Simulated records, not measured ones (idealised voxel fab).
process module | voxel wiring stack
cross-section cut | 220 nm wide | cells 5 nm
A cross-section is a grid of square cells, given in bands from the top down. A band is one or more rows of cells.
Each band's line starts with the height of the band's top and of its bottom, in nm. Then come its materials from left to right, each with its width in nm. One material with "throughout" fills the band from edge to edge. "air" is empty space.
Height 0 is the level under which the wafer as received is all one material. The lowest band goes on downwards, as in "0 down".
A width such as "30 to 40" changes by the same amount from each row of cells to the next, from the band's top row to its bottom row.
"no change" after a step means that no cell of the cross-section changed.
closed voids: empty space of 8 cells or more with no open way to the top, each as width x height at its distance from the left edge, in nm
after a step's settings: what the simulator itself notes on the step
overlay nm, on a step with a mask: how far to the right of its planned place the mask lay; to the left if negative
plan
1 op RECEIVE | material Si
2 op CONFORMAL_DEP | material SiO2 | thk nm 15
3 op CONFORMAL_DEP | material SiN | thk nm 5
4 op DIRECTIONAL_DEP | material SiO2 | thk nm 15
5 op DIRECTIONAL_DEP | material aC | thk nm 15
6 op PATTERN | tone open | mask id METAL_1 | material resist | width nm 30 | pitch nm 45 | thk nm 30 | overlay nm 0
7 op DIRECTIONAL_ETCH | etch materials aC | depth nm 15
8 op STRIP | etch materials resist
9 op DIRECTIONAL_ETCH | etch materials SiO2 | depth nm 15
10 op DIRECTIONAL_ETCH | etch materials SiN | depth nm 5
11 op STRIP | etch materials aC
12 op CONFORMAL_DEP | material TiN | thk nm 5
13 op FILL_DEP | material Cu | thk nm 5
14 op CMP | height nm 35
15 op EPI | material Ru | thk nm 5
16 op FILL_DEP | material SiCN | thk nm 5
17 op DIRECTIONAL_DEP | material SiO2 | thk nm 30
18 op DIRECTIONAL_DEP | material aC | thk nm 10
19 op PATTERN | tone open | mask id METAL_2 | material resist | width nm 30 | pitch nm 45 | thk nm 25 | overlay nm 0
20 op DIRECTIONAL_ETCH | etch materials aC | depth nm 10
21 op STRIP | etch materials resist
22 op DIRECTIONAL_ETCH | etch materials SiO2 | depth nm 20
23 op STRIP | etch materials aC
24 op DIRECTIONAL_DEP | material aC | thk nm 10
25 op PATTERN | tone open | mask id METAL_2_HOLES | material resist | width nm 15 | pitch nm 45 | thk nm 30 | overlay nm 0
26 op DIRECTIONAL_ETCH | etch materials aC | depth nm 10
27 op STRIP | etch materials resist
28 op DIRECTIONAL_ETCH | etch materials SiO2 | depth nm 10
29 op DIRECTIONAL_ETCH | etch materials SiCN | depth nm 5
30 op STRIP | etch materials aC
31 op CONFORMAL_DEP | material TiN | thk nm 5
32 op FILL_DEP | material Cu | thk nm 5
33 op CMP | height nm 75
34 op CONFORMAL_DEP | material SiCN | thk nm 5
35 op DIRECTIONAL_DEP | material lowk | thk nm 30
36 op DIRECTIONAL_DEP | material aC | thk nm 10
37 op PATTERN | tone open | mask id METAL_3_HOLES | material resist | width nm 15 | pitch nm 90 | thk nm 25 | overlay nm 0
38 op DIRECTIONAL_ETCH | etch materials aC | depth nm 10
39 op STRIP | etch materials resist
40 op DIRECTIONAL_ETCH | etch materials lowk | depth nm 30
41 op STRIP | etch materials aC
42 op PATTERN | tone open | mask id METAL_3 | material resist | width nm 30 | pitch nm 45 | thk nm 20 | overlay nm 0
43 op DIRECTIONAL_ETCH | etch materials lowk | depth nm 20
44 op DIRECTIONAL_ETCH | etch materials SiCN | depth nm 5
45 op STRIP | etch materials resist
46 op CONFORMAL_DEP | material TiN | thk nm 5
47 op FILL_DEP | material Ru | thk nm 5
48 op CMP | height nm 110
49 op CONFORMAL_DEP | material SiCN | thk nm 5
50 op DIRECTIONAL_DEP | material lowk | thk nm 15
51 op DIRECTIONAL_DEP | material aC | thk nm 15
52 op PATTERN | tone open | mask id PLUG_3 | material resist | width nm 15 | pitch nm 45 | thk nm 30 | overlay nm 0
53 op DIRECTIONAL_ETCH | etch materials aC | depth nm 15
54 op STRIP | etch materials resist
55 op DIRECTIONAL_ETCH | etch materials lowk | depth nm 15
56 op DIRECTIONAL_ETCH | etch materials SiCN | depth nm 5
57 op STRIP | etch materials aC
58 op CONFORMAL_DEP | material TiN | thk nm 5
59 op FILL_DEP | material W | thk nm 5
60 op CMP | height nm 130
61 op DIRECTIONAL_DEP | material TiN | thk nm 5
62 op DIRECTIONAL_DEP | material W | thk nm 25
63 op PATTERN | tone cover | mask id METAL_4 | material resist | width nm 30 | pitch nm 45 | thk nm 15 | overlay nm 0
64 op DIRECTIONAL_ETCH | etch materials W | depth nm 25
65 op DIRECTIONAL_ETCH | etch materials TiN | depth nm 5
66 op STRIP | etch materials resist
67 op FILL_DEP | material SiO2 | thk nm 10
68 op CMP | height nm 160
69 op CONFORMAL_DEP | material SiN | thk nm 5
as received, after step 1
  0 down: Si throughout
  closed voids: none
first wafer at the end, as planned
  165 to 160: SiN throughout
  160 to 135: SiO2 25 | W 30 | SiO2 15 | W 30 | SiO2 15 | W 30 | SiO2 15 | W 30 | SiO2 30
  135 to 130: SiO2 25 | TiN 30 | SiO2 15 | TiN 30 | SiO2 15 | TiN 30 | SiO2 15 | TiN 30 | SiO2 30
  130 to 115: lowk 25 | TiN 5 | W 5 | TiN 5 | lowk 30 | TiN 5 | W 5 | TiN 5 | lowk 30 | TiN 5 | W 5 | TiN 5 | lowk 30 | TiN 5 | W 5 | TiN 5 | lowk 45
  115 to 110: SiCN 25 | TiN 15 | SiCN 30 | TiN 15 | SiCN 30 | TiN 15 | SiCN 30 | TiN 15 | SiCN 45
  110 to 95: lowk 25 | TiN 5 | Ru 20 | TiN 5 | lowk 15 | TiN 5 | Ru 20 | TiN 5 | lowk 15 | TiN 5 | Ru 20 | TiN 5 | lowk 15 | TiN 5 | Ru 20 | TiN 5 | lowk 30
  95 to 90: lowk 25 | TiN 5 | Ru 5 | TiN 20 | lowk 15 | TiN 30 | lowk 15 | TiN 5 | Ru 5 | TiN 20 | lowk 15 | TiN 30 | lowk 30
  90 to 80: lowk 25 | TiN 5 | Ru 5 | TiN 5 | lowk 75 | TiN 5 | Ru 5 | TiN 5 | lowk 90
  80 to 75: SiCN 25 | TiN 15 | SiCN 75 | TiN 15 | SiCN 90
  75 to 60: SiO2 25 | TiN 5 | Cu 20 | TiN 5 | SiO2 15 | TiN 5 | Cu 20 | TiN 5 | SiO2 15 | TiN 5 | Cu 20 | TiN 5 | SiO2 15 | TiN 5 | Cu 20 | TiN 5 | SiO2 30
  60 to 55: SiO2 25 | TiN 5 | Cu 5 | TiN 20 | SiO2 15 | TiN 5 | Cu 5 | TiN 20 | SiO2 15 | TiN 5 | Cu 5 | TiN 20 | SiO2 15 | TiN 5 | Cu 5 | TiN 20 | SiO2 30
  55 to 45: SiO2 25 | TiN 5 | Cu 5 | TiN 5 | SiO2 30 | TiN 5 | Cu 5 | TiN 5 | SiO2 30 | TiN 5 | Cu 5 | TiN 5 | SiO2 30 | TiN 5 | Cu 5 | TiN 5 | SiO2 45
  45 to 40: SiCN 25 | TiN 15 | SiCN 30 | TiN 15 | SiCN 30 | TiN 15 | SiCN 30 | TiN 15 | SiCN 45
  40 to 35: SiCN 20 | Ru 40 | SiCN 5 | Ru 40 | SiCN 5 | Ru 40 | SiCN 5 | Ru 40 | SiCN 25
  35 to 20: SiO2 25 | TiN 5 | Cu 20 | TiN 5 | SiO2 15 | TiN 5 | Cu 20 | TiN 5 | SiO2 15 | TiN 5 | Cu 20 | TiN 5 | SiO2 15 | TiN 5 | Cu 20 | TiN 5 | SiO2 30
  20 to 15: SiN 25 | TiN 30 | SiN 15 | TiN 30 | SiN 15 | TiN 30 | SiN 15 | TiN 30 | SiN 30
  15 to 0: SiO2 throughout
  0 down: Si throughout
  closed voids: none
second wafer at the end: like start, like plan, one mistake
  165 to 160: SiN throughout
  160 to 155: SiO2 throughout
  155 to 130: SiO2 25 | W 30 | SiO2 15 | W 30 | SiO2 15 | W 30 | SiO2 15 | W 30 | SiO2 30
  130 to 125: SiO2 25 | TiN 30 | SiO2 15 | TiN 30 | SiO2 15 | TiN 30 | SiO2 15 | TiN 30 | SiO2 30
  125 to 115: lowk 25 | TiN 5 | W 5 | TiN 5 | lowk 30 | TiN 5 | W 5 | TiN 5 | lowk 30 | TiN 5 | W 5 | TiN 5 | lowk 30 | TiN 5 | W 5 | TiN 5 | lowk 45
  115 to 110: SiCN 25 | TiN 15 | SiCN 30 | TiN 15 | SiCN 30 | TiN 15 | SiCN 30 | TiN 15 | SiCN 45
  110 to 95: lowk 25 | TiN 5 | Ru 20 | TiN 5 | lowk 15 | TiN 5 | Ru 20 | TiN 5 | lowk 15 | TiN 5 | Ru 20 | TiN 5 | lowk 15 | TiN 5 | Ru 20 | TiN 5 | lowk 30
  95 to 90: lowk 25 | TiN 5 | Ru 5 | TiN 20 | lowk 15 | TiN 30 | lowk 15 | TiN 5 | Ru 5 | TiN 20 | lowk 15 | TiN 30 | lowk 30
  90 to 80: lowk 25 | TiN 5 | Ru 5 | TiN 5 | lowk 75 | TiN 5 | Ru 5 | TiN 5 | lowk 90
  80 to 75: SiCN 25 | TiN 15 | SiCN 75 | TiN 15 | SiCN 90
  75 to 60: SiO2 25 | TiN 5 | Cu 20 | TiN 5 | SiO2 15 | TiN 5 | Cu 20 | TiN 5 | SiO2 15 | TiN 5 | Cu 20 | TiN 5 | SiO2 15 | TiN 5 | Cu 20 | TiN 5 | SiO2 30
  60 to 55: SiO2 25 | TiN 5 | Cu 5 | TiN 20 | SiO2 15 | TiN 5 | Cu 5 | TiN 20 | SiO2 15 | TiN 5 | Cu 5 | TiN 20 | SiO2 15 | TiN 5 | Cu 5 | TiN 20 | SiO2 30
  55 to 45: SiO2 25 | TiN 5 | Cu 5 | TiN 5 | SiO2 30 | TiN 5 | Cu 5 | TiN 5 | SiO2 30 | TiN 5 | Cu 5 | TiN 5 | SiO2 30 | TiN 5 | Cu 5 | TiN 5 | SiO2 45
  45 to 40: SiCN 25 | TiN 15 | SiCN 30 | TiN 15 | SiCN 30 | TiN 15 | SiCN 30 | TiN 15 | SiCN 45
  40 to 35: SiCN 20 | Ru 40 | SiCN 5 | Ru 40 | SiCN 5 | Ru 40 | SiCN 5 | Ru 40 | SiCN 25
  35 to 20: SiO2 25 | TiN 5 | Cu 20 | TiN 5 | SiO2 15 | TiN 5 | Cu 20 | TiN 5 | SiO2 15 | TiN 5 | Cu 20 | TiN 5 | SiO2 15 | TiN 5 | Cu 20 | TiN 5 | SiO2 30
  20 to 15: SiN 25 | TiN 30 | SiN 15 | TiN 30 | SiN 15 | TiN 30 | SiN 15 | TiN 30 | SiN 30
  15 to 0: SiO2 throughout
  0 down: Si throughout
  closed voids: none
what went wrong: step 60 ran as: op CMP | height nm 125
at the end the second wafer has, in cells: 44 more of SiO2 | 8 fewer of TiN | 4 fewer of W | 32 fewer of lowk
